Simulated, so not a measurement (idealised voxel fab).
This is a process module. Its name is voxel capacitor over wiring.
In the cross-section labelled cut, the width is 200 nm and each square cell is 5 nm.
Format of a cross-section: grid, square cells. Given as bands. Order: top down. Band: one or more rows of cells. Band entry format. Leading values: height of top, height of bottom, nm. Remainder: materials in left-to-right order, each with its width in nm. Special words: "all across" on a single material, which then fills the band edge to edge; "blank", empty space. Heights from 0 (as-received wafer is one material below). Bottom band endless downward, as "from 0 down". The notation "30 to 40" denotes a width that varies across the rows of cells in the band, beginning at the first number in the top row, finishing at the second number in the bottom row, and changing by an identical amount from each row to the next. "no alteration", as given for a step, is the statement that not any cell of the cross-section underwent a change during that step. Reported under the label "Internal closed voids" are the empty spaces having no open way to the top and comprising 8 cells or more; the notation for each is width x height at distance, in which the distance is measured from the left edge and all three values are in nm. Read whatever lies past the settings on a step's line as the simulator's own remark about the step. overlay nm: mask right of planned place by this much (step with mask). Neg. = left.
[Process steps - plan]
1. RECEIVE [material Si]
2. CONFORMAL_DEP [material SiO2] [thk nm 15]
3. CONFORMAL_DEP [material SiCN] [thk nm 5]
4. DIRECTIONAL_DEP [material lowk] [thk nm 20]
5. PATTERN [tone open] [mask id METAL_1] [material resist] [width nm 30] [pitch nm 80] [thk nm 20] [overlay nm 0]
6. DIRECTIONAL_ETCH [etch materials lowk] [depth nm 20]
7. DIRECTIONAL_ETCH [etch materials SiCN] [depth nm 5]
8. STRIP [etch materials resist]
9. CONFORMAL_DEP [material TiN] [thk nm 5]
10. FILL_DEP [material Cu] [thk nm 5]
11. CMP [height nm 40]
12. CONFORMAL_DEP [material SiCN] [thk nm 5]
13. DIRECTIONAL_DEP [material lowk] [thk nm 10]
14. MASKED_ETCH [tone open] [mask id PLUG_1] [width nm 15] [etch materials lowk] [depth nm 10] [overlay nm 0]
15. MASKED_ETCH [tone open] [mask id PLUG_1] [width nm 15] [etch materials SiCN] [depth nm 5] [overlay nm 0]
16. EPI [material Ru] [thk nm 10]
17. EPI [material Ru] [thk nm 5]
18. DIRECTIONAL_DEP [material TiN] [thk nm 10]
19. DIRECTIONAL_DEP [material Al2O3] [thk nm 5]
20. DIRECTIONAL_DEP [material TiN] [thk nm 5]
21. PATTERN [tone cover] [mask id UPPER_PLATE] [material resist] [width nm 55] [thk nm 15] [overlay nm 0]
22. DIRECTIONAL_ETCH [etch materials TiN] [depth nm 5]
23. DIRECTIONAL_ETCH [etch materials Al2O3] [depth nm 5]
24. STRIP [etch materials resist]
25. MASKED_ETCH [tone cover] [mask id LOWER_PLATE] [width nm 65] [etch materials TiN] [depth nm 10] [overlay nm 0]
26. FILL_DEP [material SiO2] [thk nm 15]
27. CMP [height nm 85]
28. PATTERN [tone open] [mask id PLUG_2] [material resist] [width nm 15] [thk nm 15] [overlay nm 0]
29. DIRECTIONAL_ETCH [etch materials SiO2] [depth nm 10]
30. STRIP [etch materials resist]
31. CONFORMAL_DEP [material TiN] [thk nm 5]
32. FILL_DEP [material W] [thk nm 10]
33. CMP [height nm 85]
34. CONFORMAL_DEP [material SiN] [thk nm 5]
[Cross-section of the wafer upon arrival, representing the state reached after step 1]
from 0 down  Si all across
Internal closed voids: none
[What the wafer looks like in cross-section after this module, when it starts as shown above and follows the plan above but one mistake is made in running it]
from 90 to 85  SiN all across
from 85 to 80  SiO2: 70, then TiN: 5, then W: 5, then TiN: 5, then SiO2: 115
from 80 to 75  SiO2: 70, then TiN: 15, then SiO2: 115
from 75 to 70  SiO2: 55, then TiN: 5, then SiO2: 55, then TiN: 5, then SiO2: 80
from 70 to 65  Al2O3: 60, then SiO2: 55, then Al2O3: 85
from 65 to 55  TiN all across
from 55 to 45  lowk: 60, then Ru: 15, then lowk: 125
from 45 to 40  SiCN: 60, then Ru: 15, then SiCN: 125
from 40 to 20  lowk: 45, then TiN: 5, then Cu: 20, then TiN: 5, then lowk: 50, then TiN: 5, then Cu: 20, then TiN: 5, then lowk: 45
from 20 to 15  SiCN: 45, then TiN: 30, then SiCN: 50, then TiN: 30, then SiCN: 45
from 15 to 0  SiO2 all across
from 0 down  Si all across
Internal closed voids: none
Here's what went sideways: step 21 was run on a setting that differed from the plan, and what really ran there is PATTERN [tone open] [mask id UPPER_PLATE] [material resist] [width nm 55] [thk nm 15] [overlay nm 0]
